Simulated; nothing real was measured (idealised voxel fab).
Process module name: voxel capacitor over wiring
Cross-section cut spans 205 nm and uses square cells 5 nm in size.
Cross-section, as written here: a square-cell grid given band by band from the top down, where a band holds one or more rows of cells. Each band's line starts with the height of the band's top and of its bottom, in nm. Then come its materials from left to right, each with its width in nm. One material with "everywhere" fills the band from edge to edge. "blank" is empty space. The level at which height equals 0 is the one under which the wafer, as it arrives, is entirely one material. No lower edge exists for the bottom band, which continues downward and is notated as in "0 down". Think of "30->40" as a width that walks from the first number to the second as you go down the band, top row to bottom row, taking equal-sized steps from row to row. "identical to before" means the step left every cell of the cross-section as it was. "Sealed internal cavities": sealed empty spaces, 8 cells or more, no open way to top, listed width x height at distance, with distance from the left edge and width, height and distance in nm. Text after the settings on a step's line: the simulator's own remark on that step. A step's line can hold "overlay nm"; with a mask on that step, the setting says how far right of the planned place the mask lay, while a negative setting says it lay to the left. From here on the document is pairs. In a pair, the cross-section before one process step comes with the cross-section after it, and the latter goes no deeper than the lowest band that changed. What lies in between, the step and its settings, is written under the pair. A pair may be from a different run of this module on the same starting wafer than the pair above it, so it continues from that pair only where its entry headed "Before processing" says so.

Before processing
	90 to 75: blank=55 / resist=70 / blank=80
	75 to 70: blank=55 / TiN=70 / blank=80
	70 to 65: blank=55 / SiN=70 / blank=80
	65 to 60: TiN everywhere
	60 to 50: lowk=55 / Ru=15 / lowk=135
	50 to 45: SiCN=55 / Ru=15 / SiCN=135
	45 to 35: lowk=45 / TiN=5 / Cu=15 / TiN=5 / lowk=65 / TiN=5 / Cu=15 / TiN=5 / lowk=45
	35 to 30: SiCN=45 / TiN=25 / SiCN=65 / TiN=25 / SiCN=45
	30 to 0: SiO2 everywhere
	0 down: Si everywhere
	Sealed internal cavities: none

after
	75 to 70: blank=55 / TiN=70 / blank=80
	Unchanged below 70.
	Sealed internal cavities: none
Step applied between the pre-step and post-step cross-sections shown above: op STRIP | etch materials resist

Before processing: The initial state for this step is given by the after cross-section of the immediately preceding pair.

after
	90 to 80: blank=55 / aC=70 / blank=80
	80 to 75: aC everywhere
	75 to 70: aC=55 / TiN=70 / aC=80
	70 to 65: aC=55 / SiN=70 / aC=80
	Unchanged below 65.
	Sealed internal cavities: none
Step applied between the pre-step and post-step cross-sections shown above: op DIRECTIONAL_DEP | material aC | thk nm 15

Before processing: The initial state for this step is given by the after cross-section of the immediately preceding pair.

after
	125 to 90: blank=50 / resist=80 / blank=75
	90 to 80: blank=50 / resist=5 / aC=70 / resist=5 / blank=75
	Unchanged below 80.
	Sealed internal cavities: none
Step applied between the pre-step and post-step cross-sections shown above: op PATTERN | tone cover | mask id LOWER_PLATE | material resist | width nm 80 | thk nm 35 | overlay nm 0

Before processing: The initial state for this step is given by the after cross-section of the immediately preceding pair.

after
	110 to 90: blank=50 / resist=80 / blank=75
	90 to 80: blank=50 / resist=5 / aC=70 / resist=5 / blank=75
	80 to 75: blank=50 / aC=80 / blank=75
	75 to 70: blank=50 / aC=5 / TiN=70 / aC=5 / blank=75
	70 to 65: blank=50 / aC=5 / SiN=70 / aC=5 / blank=75
	Unchanged below 65.
	Sealed internal cavities: none
Step applied between the pre-step and post-step cross-sections shown above: op DIRECTIONAL_ETCH | etch materials aC | depth nm 15

Before processing: The initial state for this step is given by the after cross-section of the immediately preceding pair.

after
	90 to 80: blank=55 / aC=70 / blank=80
	Unchanged below 80.
	Sealed internal cavities: none
Step applied between the pre-step and post-step cross-sections shown above: op STRIP | etch materials resist

Before processing: The initial state for this step is given by the after cross-section of the immediately preceding pair.

after
	90 to 80: blank=55 / aC=70 / blank=80
	80 to 75: blank=50 / aC=80 / blank=75
	75 to 70: blank=50 / aC=5 / TiN=70 / aC=5 / blank=75
	70 to 65: blank=50 / aC=5 / SiN=70 / aC=5 / blank=75
	65 to 60: blank=50 / TiN=80 / blank=75
	Unchanged below 60.
	Sealed internal cavities: none
Step applied between the pre-step and post-step cross-sections shown above: op DIRECTIONAL_ETCH | etch materials TiN | depth nm 5

Before processing: The initial state for this step is given by the after cross-section of the immediately preceding pair.

after
	75 to 70: blank=55 / TiN=70 / blank=80
	70 to 65: blank=55 / SiN=70 / blank=80
	Unchanged below 65.
	Sealed internal cavities: none
Step applied between the pre-step and post-step cross-sections shown above: op STRIP | etch materials aC

Before processing: The initial state for this step is given by the after cross-section of the immediately preceding pair.

after
	95 to 75: SiO2 everywhere
	75 to 70: SiO2=55 / TiN=70 / SiO2=80
	70 to 65: SiO2=55 / SiN=70 / SiO2=80
	65 to 60: SiO2=50 / TiN=80 / SiO2=75
	Unchanged below 60.
	Sealed internal cavities: none
Step applied between the pre-step and post-step cross-sections shown above: op FILL_DEP | material SiO2 | thk nm 20

Before processing: The initial state for this step is given by the after cross-section of the immediately preceding pair.

after
	90 to 75: SiO2 everywhere
	Unchanged below 75.
	Sealed internal cavities: none
Step applied between the pre-step and post-step cross-sections shown above: op CMP | height nm 90

Before processing: The initial state for this step is given by the after cross-section of the immediately preceding pair.

after
	105 to 90: aC everywhere
	Unchanged below 90.
	Sealed internal cavities: none
Step applied between the pre-step and post-step cross-sections shown above: op DIRECTIONAL_DEP | material aC | thk nm 15

Before processing: The initial state for this step is given by the after cross-section of the immediately preceding pair.

after
	140 to 105: resist=65 / blank=15 / resist=125
	Unchanged below 105.
	Sealed internal cavities: none
Step applied between the pre-step and post-step cross-sections shown above: op PATTERN | tone open | mask id PLUG_2 | material resist | width nm 15 | thk nm 35 | overlay nm 0

Before processing: The initial state for this step is given by the after cross-section of the immediately preceding pair.

after
	125 to 105: resist=65 / blank=15 / resist=125
	105 to 90: aC=65 / blank=15 / aC=125
	Unchanged below 90.
	Sealed internal cavities: none
Step applied between the pre-step and post-step cross-sections shown above: op DIRECTIONAL_ETCH | etch materials aC | depth nm 15

Before processing: The initial state for this step is given by the after cross-section of the immediately preceding pair.

after
	105 to 90: aC=65 / blank=15 / aC=125
	Unchanged below 90.
	Sealed internal cavities: none
Step applied between the pre-step and post-step cross-sections shown above: op STRIP | etch materials resist

Before processing: The initial state for this step is given by the after cross-section of the immediately preceding pair.

after
	105 to 90: aC=65 / blank=15 / aC=125
	90 to 75: SiO2=65 / blank=15 / SiO2=125
	Unchanged below 75.
	Sealed internal cavities: none
Step applied between the pre-step and post-step cross-sections shown above: op DIRECTIONAL_ETCH | etch materials SiO2 | depth nm 15

Before processing: The initial state for this step is given by the after cross-section of the immediately preceding pair.

after
	90 to 75: SiO2=65 / blank=15 / SiO2=125
	Unchanged below 75.
	Sealed internal cavities: none
Step applied between the pre-step and post-step cross-sections shown above: op STRIP | etch materials aC

Before processing: The initial state for this step is given by the after cross-section of the immediately preceding pair.

after
	95 to 90: TiN=70 / blank=5 / TiN=130
	90 to 80: SiO2=65 / TiN=5 / blank=5 / TiN=5 / SiO2=125
	80 to 70: SiO2=65->55 / TiN=15->70 / SiO2=125->80
	Unchanged below 70.
	Sealed internal cavities: none
Step applied between the pre-step and post-step cross-sections shown above: op CONFORMAL_DEP | material TiN | thk nm 5

Before processing: The initial state for this step is given by the after cross-section of the immediately preceding pair.

after
	105 to 95: Cu everywhere
	95 to 90: TiN=70 / Cu=5 / TiN=130
	90 to 80: SiO2=65 / TiN=5 / Cu=5 / TiN=5 / SiO2=125
	Unchanged below 80.
	Sealed internal cavities: none
Step applied between the pre-step and post-step cross-sections shown above: op FILL_DEP | material Cu | thk nm 10

Before processing: The initial state for this step is given by the after cross-section of the immediately preceding pair.

after
	90 to 80: SiO2=65 / TiN=5 / Cu=5 / TiN=5 / SiO2=125
	Unchanged below 80.
	Sealed internal cavities: none
Step applied between the pre-step and post-step cross-sections shown above: op CMP | height nm 90

Before processing: The initial state for this step is given by the after cross-section of the immediately preceding pair.

after
	95 to 90: SiCN everywhere
	Unchanged below 90.
	Sealed internal cavities: none
Step applied between the pre-step and post-step cross-sections shown above: op CONFORMAL_DEP | material SiCN | thk nm 5

Before processing
	60 to 55: lowk=55 / blank=15 / lowk=135
	55 to 50: lowk=55 / Ru=15 / lowk=135
	50 to 45: SiCN=55 / Ru=15 / SiCN=135
	45 to 20: lowk=45 / TiN=5 / Cu=15 / TiN=5 / lowk=65 / TiN=5 / Cu=15 / TiN=5 / lowk=45
	20 to 15: SiCN=45 / TiN=25 / SiCN=65 / TiN=25 / SiCN=45
	15 to 0: SiO2 everywhere
	0 down: Si everywhere
	Sealed internal cavities: none

after
	65 to 60: TiN=55 / blank=15 / TiN=135
	60 to 55: lowk=55 / TiN=15 / lowk=135
	Unchanged below 55.
	Sealed internal cavities: none
Step applied between the pre-step and post-step cross-sections shown above: op DIRECTIONAL_DEP | material TiN | thk nm 5

Before processing: The initial state for this step is given by the after cross-section of the immediately preceding pair.

after
	70 to 65: Ru=60 / blank=5 / Ru=140
	65 to 60: TiN=55 / Ru=15 / TiN=135
	Unchanged below 60.
	Sealed internal cavities: none
Step applied between the pre-step and post-step cross-sections shown above: op EPI | material Ru | thk nm 5

Before processing: The initial state for this step is given by the after cross-section of the immediately preceding pair.

after
	75 to 70: SiN=60 / blank=5 / SiN=140
	70 to 65: Ru=60 / SiN=5 / Ru=140
	Unchanged below 65.
	Sealed internal cavities: none
Step applied between the pre-step and post-step cross-sections shown above: op DIRECTIONAL_DEP | material SiN | thk nm 5

Before processing: The initial state for this step is given by the after cross-section of the immediately preceding pair.

after
	80 to 75: TiN=60 / blank=5 / TiN=140
	75 to 70: SiN=60 / TiN=5 / SiN=140
	Unchanged below 70.
	Sealed internal cavities: none
Step applied between the pre-step and post-step cross-sections shown above: op DIRECTIONAL_DEP | material TiN | thk nm 5

Before processing: The initial state for this step is given by the after cross-section of the immediately preceding pair.

after
	95 to 80: blank=55 / resist=70 / blank=80
	80 to 75: TiN=60 / resist=5 / TiN=140
	Unchanged below 75.
	Sealed internal cavities: none
Step applied between the pre-step and post-step cross-sections shown above: op PATTERN | tone cover | mask id UPPER_PLATE | material resist | width nm 70 | thk nm 15 | overlay nm 0

Before processing: The initial state for this step is given by the after cross-section of the immediately preceding pair.

after
	95 to 80: blank=55 / resist=70 / blank=80
	80 to 75: blank=55 / TiN=5 / resist=5 / TiN=60 / blank=80
	Unchanged below 75.
	Sealed internal cavities: none
Step applied between the pre-step and post-step cross-sections shown above: op DIRECTIONAL_ETCH | etch materials TiN | depth nm 5

Before processing: The initial state for this step is given by the after cross-section of the immediately preceding pair.

after
	95 to 80: blank=55 / resist=70 / blank=80
	80 to 75: blank=55 / TiN=5 / resist=5 / TiN=60 / blank=80
	75 to 70: blank=55 / SiN=5 / TiN=5 / SiN=60 / blank=80
	Unchanged below 70.
	Sealed internal cavities: none
Step applied between the pre-step and post-step cross-sections shown above: op DIRECTIONAL_ETCH | etch materials SiN | depth nm 5

Before processing: The initial state for this step is given by the after cross-section of the immediately preceding pair.

after
	80 to 75: blank=55 / TiN=5 / blank=5 / TiN=60 / blank=80
	Unchanged below 75.
	Sealed internal cavities: none
Step applied between the pre-step and post-step cross-sections shown above: op STRIP | etch materials resist

Before processing: The initial state for this step is given by the after cross-section of the immediately preceding pair.

after
	95 to 90: blank=55 / aC=5 / blank=5 / aC=60 / blank=80
	90 to 85: blank=55 / aC=70 / blank=80
	85 to 80: aC everywhere
	80 to 75: aC=55 / TiN=5 / aC=5 / TiN=60 / aC=80
	75 to 70: aC=55 / SiN=5 / TiN=5 / SiN=60 / aC=80
	Unchanged below 70.
	Sealed internal cavities: none
Step applied between the pre-step and post-step cross-sections shown above: op DIRECTIONAL_DEP | material aC | thk nm 15

Before processing: The initial state for this step is given by the after cross-section of the immediately preceding pair.

after
	130 to 95: blank=50 / resist=80 / blank=75
	95 to 90: blank=50 / resist=5 / aC=5 / resist=5 / aC=60 / resist=5 / blank=75
	90 to 85: blank=50 / resist=5 / aC=70 / resist=5 / blank=75
	Unchanged below 85.
	Sealed internal cavities: none
Step applied between the pre-step and post-step cross-sections shown above: op PATTERN | tone cover | mask id LOWER_PLATE | material resist | width nm 80 | thk nm 35 | overlay nm 0

Before processing: The initial state for this step is given by the after cross-section of the immediately preceding pair.

after
	115 to 95: blank=50 / resist=80 / blank=75
	95 to 90: blank=50 / resist=5 / aC=5 / resist=5 / aC=60 / resist=5 / blank=75
	90 to 85: blank=50 / resist=5 / aC=70 / resist=5 / blank=75
	85 to 80: blank=50 / aC=80 / blank=75
	80 to 75: blank=50 / aC=5 / TiN=5 / aC=5 / TiN=60 / aC=5 / blank=75
	75 to 70: blank=50 / aC=5 / SiN=5 / TiN=5 / SiN=60 / aC=5 / blank=75
	Unchanged below 70.
	Sealed internal cavities: none
Step applied between the pre-step and post-step cross-sections shown above: op DIRECTIONAL_ETCH | etch materials aC | depth nm 15

Before processing: The initial state for this step is given by the after cross-section of the immediately preceding pair.

after
	95 to 90: blank=55 / aC=5 / blank=5 / aC=60 / blank=80
	90 to 80: blank=55->50 / aC=70->80 / blank=80->75
	Unchanged below 80.
	Sealed internal cavities: none
Step applied between the pre-step and post-step cross-sections shown above: op STRIP | etch materials resist

Before processing: The initial state for this step is given by the after cross-section of the immediately preceding pair.

after
	80 to 75: blank=55 / TiN=5 / blank=5 / TiN=60 / blank=80
	75 to 70: blank=55 / SiN=5 / TiN=5 / SiN=60 / blank=80
	Unchanged below 70.
	Sealed internal cavities: none
Step applied between the pre-step and post-step cross-sections shown above: op STRIP | etch materials aC

Before processing: The initial state for this step is given by the after cross-section of the immediately preceding pair.

after
	100 to 80: SiO2 everywhere
	80 to 75: SiO2=55 / TiN=5 / SiO2=5 / TiN=60 / SiO2=80
	75 to 70: SiO2=55 / SiN=5 / TiN=5 / SiN=60 / SiO2=80
	Unchanged below 70.
	Sealed internal cavities: none
Step applied between the pre-step and post-step cross-sections shown above: op FILL_DEP | material SiO2 | thk nm 20

Before processing: The initial state for this step is given by the after cross-section of the immediately preceding pair.

after
	90 to 80: SiO2 everywhere
	Unchanged below 80.
	Sealed internal cavities: none
Step applied between the pre-step and post-step cross-sections shown above: op CMP | height nm 90

Before processing: The initial state for this step is given by the after cross-section of the immediately preceding pair.

after
	105 to 90: aC everywhere
	Unchanged below 90.
	Sealed internal cavities: none
Step applied between the pre-step and post-step cross-sections shown above: op DIRECTIONAL_DEP | material aC | thk nm 15

Before processing: The initial state for this step is given by the after cross-section of the immediately preceding pair.

after
	140 to 105: resist=65 / blank=15 / resist=125
	Unchanged below 105.
	Sealed internal cavities: none
Step applied between the pre-step and post-step cross-sections shown above: op PATTERN | tone open | mask id PLUG_2 | material resist | width nm 15 | thk nm 35 | overlay nm 0

Before processing: The initial state for this step is given by the after cross-section of the immediately preceding pair.

after
	125 to 105: resist=65 / blank=15 / resist=125
	105 to 90: aC=65 / blank=15 / aC=125
	Unchanged below 90.
	Sealed internal cavities: none
Step applied between the pre-step and post-step cross-sections shown above: op DIRECTIONAL_ETCH | etch materials aC | depth nm 15

Before processing: The initial state for this step is given by the after cross-section of the immediately preceding pair.

after
	105 to 90: aC=65 / blank=15 / aC=125
	Unchanged below 90.
	Sealed internal cavities: none
Step applied between the pre-step and post-step cross-sections shown above: op STRIP | etch materials resist

Before processing: The initial state for this step is given by the after cross-section of the immediately preceding pair.

after
	105 to 90: aC=65 / blank=15 / aC=125
	90 to 80: SiO2=65 / blank=15 / SiO2=125
	Unchanged below 80.
	Sealed internal cavities: none
Step applied between the pre-step and post-step cross-sections shown above: op DIRECTIONAL_ETCH | etch materials SiO2 | depth nm 15

Before processing: The initial state for this step is given by the after cross-section of the immediately preceding pair.

after
	90 to 80: SiO2=65 / blank=15 / SiO2=125
	Unchanged below 80.
	Sealed internal cavities: none
Step applied between the pre-step and post-step cross-sections shown above: op STRIP | etch materials aC

Before processing: The initial state for this step is given by the after cross-section of the immediately preceding pair.

after
	95 to 90: TiN=70 / blank=5 / TiN=130
	90 to 85: SiO2=65 / TiN=5 / blank=5 / TiN=5 / SiO2=125
	85 to 80: SiO2=65 / TiN=15 / SiO2=125
	Unchanged below 80.
	Sealed internal cavities: none
Step applied between the pre-step and post-step cross-sections shown above: op CONFORMAL_DEP | material TiN | thk nm 5

Before processing: The initial state for this step is given by the after cross-section of the immediately preceding pair.

after
	105 to 95: Cu everywhere
	95 to 90: TiN=70 / Cu=5 / TiN=130
	90 to 85: SiO2=65 / TiN=5 / Cu=5 / TiN=5 / SiO2=125
	Unchanged below 85.
	Sealed internal cavities: none
Step applied between the pre-step and post-step cross-sections shown above: op FILL_DEP | material Cu | thk nm 10

Before processing: The initial state for this step is given by the after cross-section of the immediately preceding pair.

after
	90 to 85: SiO2=65 / TiN=5 / Cu=5 / TiN=5 / SiO2=125
	Unchanged below 85.
	Sealed internal cavities: none
Step applied between the pre-step and post-step cross-sections shown above: op CMP | height nm 90

Before processing: The initial state for this step is given by the after cross-section of the immediately preceding pair.

after
	95 to 90: SiCN everywhere
	Unchanged below 90.
	Sealed internal cavities: none
Step applied between the pre-step and post-step cross-sections shown above: op CONFORMAL_DEP | material SiCN | thk nm 5

Before processing
	95 to 75: SiO2 everywhere
	75 to 70: SiO2=55 / TiN=70 / SiO2=80
	70 to 65: SiO2=55 / SiN=70 / SiO2=80
	65 to 60: SiO2=50 / TiN=80 / SiO2=75
	60 to 50: lowk=55 / Ru=15 / lowk=135
	50 to 45: SiCN=55 / Ru=15 / SiCN=135
	45 to 20: lowk=45 / TiN=5 / Cu=15 / TiN=5 / lowk=65 / TiN=5 / Cu=15 / TiN=5 / lowk=45
	20 to 15: SiCN=45 / TiN=25 / SiCN=65 / TiN=25 / SiCN=45
	15 to 0: SiO2 everywhere
	0 down: Si everywhere
	Sealed internal cavities: none

after
	80 to 75: SiO2 everywhere
	Unchanged below 75.
	Sealed internal cavities: none
Step applied between the pre-step and post-step cross-sections shown above: op CMP | height nm 80

Before processing: The initial state for this step is given by the after cross-section of the immediately preceding pair.

after
	95 to 80: aC everywhere
	Unchanged below 80.
	Sealed internal cavities: none
Step applied between the pre-step and post-step cross-sections shown above: op DIRECTIONAL_DEP | material aC | thk nm 15

Before processing: The initial state for this step is given by the after cross-section of the immediately preceding pair.

after
	130 to 95: resist=65 / blank=15 / resist=125
	Unchanged below 95.
	Sealed internal cavities: none
Step applied between the pre-step and post-step cross-sections shown above: op PATTERN | tone open | mask id PLUG_2 | material resist | width nm 15 | thk nm 35 | overlay nm 0

Before processing: The initial state for this step is given by the after cross-section of the immediately preceding pair.

after
	115 to 95: resist=65 / blank=15 / resist=125
	95 to 80: aC=65 / blank=15 / aC=125
	Unchanged below 80.
	Sealed internal cavities: none
Step applied between the pre-step and post-step cross-sections shown above: op DIRECTIONAL_ETCH | etch materials aC | depth nm 15

Before processing: The initial state for this step is given by the after cross-section of the immediately preceding pair.

after
	95 to 80: aC=65 / blank=15 / aC=125
	Unchanged below 80.
	Sealed internal cavities: none
Step applied between the pre-step and post-step cross-sections shown above: op STRIP | etch materials resist

Before processing: The initial state for this step is given by the after cross-section of the immediately preceding pair.

after
	95 to 80: aC=65 / blank=15 / aC=125
	80 to 75: SiO2=65 / blank=15 / SiO2=125
	Unchanged below 75.
	Sealed internal cavities: none
Step applied between the pre-step and post-step cross-sections shown above: op DIRECTIONAL_ETCH | etch materials SiO2 | depth nm 15

Before processing: The initial state for this step is given by the after cross-section of the immediately preceding pair.

after
	80 to 75: SiO2=65 / blank=15 / SiO2=125
	Unchanged below 75.
	Sealed internal cavities: none
Step applied between the pre-step and post-step cross-sections shown above: op STRIP | etch materials aC

Before processing: The initial state for this step is given by the after cross-section of the immediately preceding pair.

after
	85 to 80: TiN=70 / blank=5 / TiN=130
	80 to 70: SiO2=65->55 / TiN=15->70 / SiO2=125->80
	Unchanged below 70.
	Sealed internal cavities: none
Step applied between the pre-step and post-step cross-sections shown above: op CONFORMAL_DEP | material TiN | thk nm 5

Before processing: The initial state for this step is given by the after cross-section of the immediately preceding pair.

after
	95 to 85: Cu everywhere
	85 to 80: TiN=70 / Cu=5 / TiN=130
	Unchanged below 80.
	Sealed internal cavities: none
Step applied between the pre-step and post-step cross-sections shown above: op FILL_DEP | material Cu | thk nm 10

Before processing: The initial state for this step is given by the after cross-section of the immediately preceding pair.

after
	90 to 85: Cu everywhere
	Unchanged below 85.
	Sealed internal cavities: none
Step applied between the pre-step and post-step cross-sections shown above: op CMP | height nm 90

Before processing: The initial state for this step is given by the after cross-section of the immediately preceding pair.

after
	95 to 90: SiCN everywhere
	Unchanged below 90.
	Sealed internal cavities: none
Step applied between the pre-step and post-step cross-sections shown above: op CONFORMAL_DEP | material SiCN | thk nm 5

Before processing
	90 to 80: blank=55 / aC=70 / blank=80
	80 to 75: aC everywhere
	75 to 70: aC=55 / TiN=70 / aC=80
	70 to 65: aC=55 / SiN=70 / aC=80
	65 to 60: TiN everywhere
	60 to 50: lowk=55 / Ru=15 / lowk=135
	50 to 45: SiCN=55 / Ru=15 / SiCN=135
	45 to 20: lowk=45 / TiN=5 / Cu=15 / TiN=5 / lowk=65 / TiN=5 / Cu=15 / TiN=5 / lowk=45
	20 to 15: SiCN=45 / TiN=25 / SiCN=65 / TiN=25 / SiCN=45
	15 to 0: SiO2 everywhere
	0 down: Si everywhere
	Sealed internal cavities: none

after
	125 to 90: blank=45 / resist=90 / blank=70
	90 to 80: blank=45 / resist=10 / aC=70 / resist=10 / blank=70
	Unchanged below 80.
	Sealed internal cavities: none
Step applied between the pre-step and post-step cross-sections shown above: op PATTERN | tone cover | mask id LOWER_PLATE | material resist | width nm 90 | thk nm 35 | overlay nm 0

Before processing: The initial state for this step is given by the after cross-section of the immediately preceding pair.

after
	110 to 90: blank=45 / resist=90 / blank=70
	90 to 80: blank=45 / resist=10 / aC=70 / resist=10 / blank=70
	80 to 75: blank=45 / aC=90 / blank=70
	75 to 70: blank=45 / aC=10 / TiN=70 / aC=10 / blank=70
	70 to 65: blank=45 / aC=10 / SiN=70 / aC=10 / blank=70
	Unchanged below 65.
	Sealed internal cavities: none
Step applied between the pre-step and post-step cross-sections shown above: op DIRECTIONAL_ETCH | etch materials aC | depth nm 15

Before processing: The initial state for this step is given by the after cross-section of the immediately preceding pair.

after
	90 to 80: blank=55 / aC=70 / blank=80
	Unchanged below 80.
	Sealed internal cavities: none
Step applied between the pre-step and post-step cross-sections shown above: op STRIP | etch materials resist

Before processing: The initial state for this step is given by the after cross-section of the immediately preceding pair.

after
	90 to 80: blank=55 / aC=70 / blank=80
	80 to 75: blank=45 / aC=90 / blank=70
	75 to 70: blank=45 / aC=10 / TiN=70 / aC=10 / blank=70
	70 to 65: blank=45 / aC=10 / SiN=70 / aC=10 / blank=70
	65 to 60: blank=45 / TiN=90 / blank=70
	Unchanged below 60.
	Sealed internal cavities: none
Step applied between the pre-step and post-step cross-sections shown above: op DIRECTIONAL_ETCH | etch materials TiN | depth nm 5

Before processing: The initial state for this step is given by the after cross-section of the immediately preceding pair.

after
	75 to 70: blank=55 / TiN=70 / blank=80
	70 to 65: blank=55 / SiN=70 / blank=80
	Unchanged below 65.
	Sealed internal cavities: none
Step applied between the pre-step and post-step cross-sections shown above: op STRIP | etch materials aC

Before processing: The initial state for this step is given by the after cross-section of the immediately preceding pair.

after
	95 to 75: SiO2 everywhere
	75 to 70: SiO2=55 / TiN=70 / SiO2=80
	70 to 65: SiO2=55 / SiN=70 / SiO2=80
	65 to 60: SiO2=45 / TiN=90 / SiO2=70
	Unchanged below 60.
	Sealed internal cavities: none
Step applied between the pre-step and post-step cross-sections shown above: op FILL_DEP | material SiO2 | thk nm 20

Before processing: The initial state for this step is given by the after cross-section of the immediately preceding pair.

after
	90 to 75: SiO2 everywhere
	Unchanged below 75.
	Sealed internal cavities: none
Step applied between the pre-step and post-step cross-sections shown above: op CMP | height nm 90

Before processing: The initial state for this step is given by the after cross-section of the immediately preceding pair.

after
	105 to 90: aC everywhere
	Unchanged below 90.
	Sealed internal cavities: none
Step applied between the pre-step and post-step cross-sections shown above: op DIRECTIONAL_DEP | material aC | thk nm 15

Before processing: The initial state for this step is given by the after cross-section of the immediately preceding pair.

after
	140 to 105: resist=65 / blank=15 / resist=125
	Unchanged below 105.
	Sealed internal cavities: none
Step applied between the pre-step and post-step cross-sections shown above: op PATTERN | tone open | mask id PLUG_2 | material resist | width nm 15 | thk nm 35 | overlay nm 0

Before processing: The initial state for this step is given by the after cross-section of the immediately preceding pair.

after
	125 to 105: resist=65 / blank=15 / resist=125
	105 to 90: aC=65 / blank=15 / aC=125
	Unchanged below 90.
	Sealed internal cavities: none
Step applied between the pre-step and post-step cross-sections shown above: op DIRECTIONAL_ETCH | etch materials aC | depth nm 15

Before processing: The initial state for this step is given by the after cross-section of the immediately preceding pair.

after
	105 to 90: aC=65 / blank=15 / aC=125
	Unchanged below 90.
	Sealed internal cavities: none
Step applied between the pre-step and post-step cross-sections shown above: op STRIP | etch materials resist

Before processing: The initial state for this step is given by the after cross-section of the immediately preceding pair.

after
	105 to 90: aC=65 / blank=15 / aC=125
	90 to 75: SiO2=65 / blank=15 / SiO2=125
	Unchanged below 75.
	Sealed internal cavities: none
Step applied between the pre-step and post-step cross-sections shown above: op DIRECTIONAL_ETCH | etch materials SiO2 | depth nm 15

Before processing: The initial state for this step is given by the after cross-section of the immediately preceding pair.

after
	90 to 75: SiO2=65 / blank=15 / SiO2=125
	Unchanged below 75.
	Sealed internal cavities: none
Step applied between the pre-step and post-step cross-sections shown above: op STRIP | etch materials aC

Before processing: The initial state for this step is given by the after cross-section of the immediately preceding pair.

after
	95 to 90: TiN=70 / blank=5 / TiN=130
	90 to 80: SiO2=65 / TiN=5 / blank=5 / TiN=5 / SiO2=125
	80 to 70: SiO2=65->55 / TiN=15->70 / SiO2=125->80
	Unchanged below 70.
	Sealed internal cavities: none
Step applied between the pre-step and post-step cross-sections shown above: op CONFORMAL_DEP | material TiN | thk nm 5

Before processing: The initial state for this step is given by the after cross-section of the immediately preceding pair.

after
	105 to 95: Cu everywhere
	95 to 90: TiN=70 / Cu=5 / TiN=130
	90 to 80: SiO2=65 / TiN=5 / Cu=5 / TiN=5 / SiO2=125
	Unchanged below 80.
	Sealed internal cavities: none
Step applied between the pre-step and post-step cross-sections shown above: op FILL_DEP | material Cu | thk nm 10

Before processing: The initial state for this step is given by the after cross-section of the immediately preceding pair.

after
	90 to 80: SiO2=65 / TiN=5 / Cu=5 / TiN=5 / SiO2=125
	Unchanged below 80.
	Sealed internal cavities: none
Step applied between the pre-step and post-step cross-sections shown above: op CMP | height nm 90

Before processing: The initial state for this step is given by the after cross-section of the immediately preceding pair.

after
	95 to 90: SiCN everywhere
	Unchanged below 90.
	Sealed internal cavities: none
Step applied between the pre-step and post-step cross-sections shown above: op CONFORMAL_DEP | material SiCN | thk nm 5

Before processing
	105 to 90: aC everywhere
	90 to 75: SiO2 everywhere
	75 to 70: SiO2=55 / TiN=70 / SiO2=80
	70 to 65: SiO2=55 / SiN=70 / SiO2=80
	65 to 60: SiO2=50 / TiN=80 / SiO2=75
	60 to 50: lowk=55 / Ru=15 / lowk=135
	50 to 45: SiCN=55 / Ru=15 / SiCN=135
	45 to 20: lowk=45 / TiN=5 / Cu=15 / TiN=5 / lowk=65 / TiN=5 / Cu=15 / TiN=5 / lowk=45
	20 to 15: SiCN=45 / TiN=25 / SiCN=65 / TiN=25 / SiCN=45
	15 to 0: SiO2 everywhere
	0 down: Si everywhere
	Sealed internal cavities: none

after
	140 to 105: resist=75 / blank=15 / resist=115
	Unchanged below 105.
	Sealed internal cavities: none
Step applied between the pre-step and post-step cross-sections shown above: op PATTERN | tone open | mask id PLUG_2 | material resist | width nm 15 | thk nm 35 | overlay nm 10

Before processing: The initial state for this step is given by the after cross-section of the immediately preceding pair.

after
	125 to 105: resist=75 / blank=15 / resist=115
	105 to 90: aC=75 / blank=15 / aC=115
	Unchanged below 90.
	Sealed internal cavities: none
Step applied between the pre-step and post-step cross-sections shown above: op DIRECTIONAL_ETCH | etch materials aC | depth nm 15

Before processing: The initial state for this step is given by the after cross-section of the immediately preceding pair.

after
	105 to 90: aC=75 / blank=15 / aC=115
	Unchanged below 90.
	Sealed internal cavities: none
Step applied between the pre-step and post-step cross-sections shown above: op STRIP | etch materials resist

Before processing: The initial state for this step is given by the after cross-section of the immediately preceding pair.

after
	105 to 90: aC=75 / blank=15 / aC=115
	90 to 75: SiO2=75 / blank=15 / SiO2=115
	Unchanged below 75.
	Sealed internal cavities: none
Step applied between the pre-step and post-step cross-sections shown above: op DIRECTIONAL_ETCH | etch materials SiO2 | depth nm 15

Before processing: The initial state for this step is given by the after cross-section of the immediately preceding pair.

after
	90 to 75: SiO2=75 / blank=15 / SiO2=115
	Unchanged below 75.
	Sealed internal cavities: none
Step applied between the pre-step and post-step cross-sections shown above: op STRIP | etch materials aC

Before processing: The initial state for this step is given by the after cross-section of the immediately preceding pair.

after
	95 to 90: TiN=80 / blank=5 / TiN=120
	90 to 80: SiO2=75 / TiN=5 / blank=5 / TiN=5 / SiO2=115
	80 to 70: SiO2=75->55 / TiN=15->70 / SiO2=115->80
	Unchanged below 70.
	Sealed internal cavities: none
Step applied between the pre-step and post-step cross-sections shown above: op CONFORMAL_DEP | material TiN | thk nm 5

Before processing: The initial state for this step is given by the after cross-section of the immediately preceding pair.

after
	105 to 95: Cu everywhere
	95 to 90: TiN=80 / Cu=5 / TiN=120
	90 to 80: SiO2=75 / TiN=5 / Cu=5 / TiN=5 / SiO2=115
	Unchanged below 80.
	Sealed internal cavities: none
Step applied between the pre-step and post-step cross-sections shown above: op FILL_DEP | material Cu | thk nm 10

Before processing: The initial state for this step is given by the after cross-section of the immediately preceding pair.

after
	90 to 80: SiO2=75 / TiN=5 / Cu=5 / TiN=5 / SiO2=115
	Unchanged below 80.
	Sealed internal cavities: none
Step applied between the pre-step and post-step cross-sections shown above: op CMP | height nm 90

Before processing: The initial state for this step is given by the after cross-section of the immediately preceding pair.

after
	95 to 90: SiCN everywhere
	Unchanged below 90.
	Sealed internal cavities: none
Step applied between the pre-step and post-step cross-sections shown above: op CONFORMAL_DEP | material SiCN | thk nm 5
